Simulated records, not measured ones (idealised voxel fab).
Process module in this document: voxel plated lines
FYI the section here is cut, 145 nm wide, cells are 5 nm squares.
If you're reading a cross-section in this doc, picture square cells in a grid; it comes to you as bands, top ones listed first down to the bottom, and a band can be one or more rows of cells. Heights first: top, then bottom, in nm. Then materials, left to right, each with a width in nm. "all across" on a single material: fills the band edge to edge. "air": empty space. Where do heights start? At 0: under that level the wafer as delivered is made of one material only. And the lowest band has no floor; it just carries on downward, as in "0 down". The notation "30..40" denotes a width that varies across the rows of cells in the band, beginning at the first number in the top row, finishing at the second number in the bottom row, and changing by an identical amount from each row to the next. Step marked "same as before"? Then no cell in the cross-section changed in it. The label "Voids, fully enclosed" introduces a list of the empty spaces, 8 cells or larger, that have no open way up to the top; each entry in it reads width x height at distance, where the distance is taken from the left edge and all three are stated in nm. On a step's line, text after the settings is the simulator commenting on that step. If you see "overlay nm" on a step's line and that step has a mask, it's telling you how far right of where it was planned the mask ended up; a negative number means it went left instead.
-- Listed below are the process steps as planned
1) RECEIVE,material Si
2) CONFORMAL_DEP,material Al2O3,thk nm 10
3) DIRECTIONAL_DEP,material TiN,thk nm 5
4) PATTERN,tone open,mask id LINES,material resist,width nm 30,pitch nm 45,thk nm 20,overlay nm 0
5) EPI,material Ru,thk nm 5
6) STRIP,etch materials resist
7) DIRECTIONAL_ETCH,etch materials TiN,depth nm 5
8) CONFORMAL_DEP,material SiO2,thk nm 5
-- Delivered wafer in cross-section: state after step 1
* 0 down: Si all across
* Voids, fully enclosed: none
-- Wafer cross-section at module end: first of two, run to plan
* 25 to 20: air: 30; SiO2: 40; air: 5; SiO2: 40; air: 30
* 20 to 15: air: 30; SiO2: 5; Ru: 30; SiO2: 5; air: 5; SiO2: 5; Ru: 30; SiO2: 5; air: 30
* 15 to 10: SiO2: 35; TiN: 30; SiO2: 15; TiN: 30; SiO2: 35
* 10 to 0: Al2O3 all across
* 0 down: Si all across
* Voids, fully enclosed: none
-- Wafer two (of two), end-of-module cross-section: start = wafer one, plan = wafer one, one run mistake
* 25 to 20: SiO2: 40; air: 20; SiO2: 25; air: 20; SiO2: 40
* 20 to 15: Ru: 35; SiO2: 5; air: 20; SiO2: 5; Ru: 15; SiO2: 5; air: 20; SiO2: 5; Ru: 35
* 15 to 10: TiN: 35; SiO2: 30; TiN: 15; SiO2: 30; TiN: 35
* 10 to 0: Al2O3 all across
* 0 down: Si all across
* Voids, fully enclosed: none
Processing error: so step 4 ended up running with a different setting than we planned, it ran as PATTERN,tone cover,mask id LINES,material resist,width nm 30,pitch nm 45,thk nm 20,overlay nm 0
The closing comparison, in cells, has the second wafer with more or fewer of some materials than the first: +5 Ru | +5 TiN
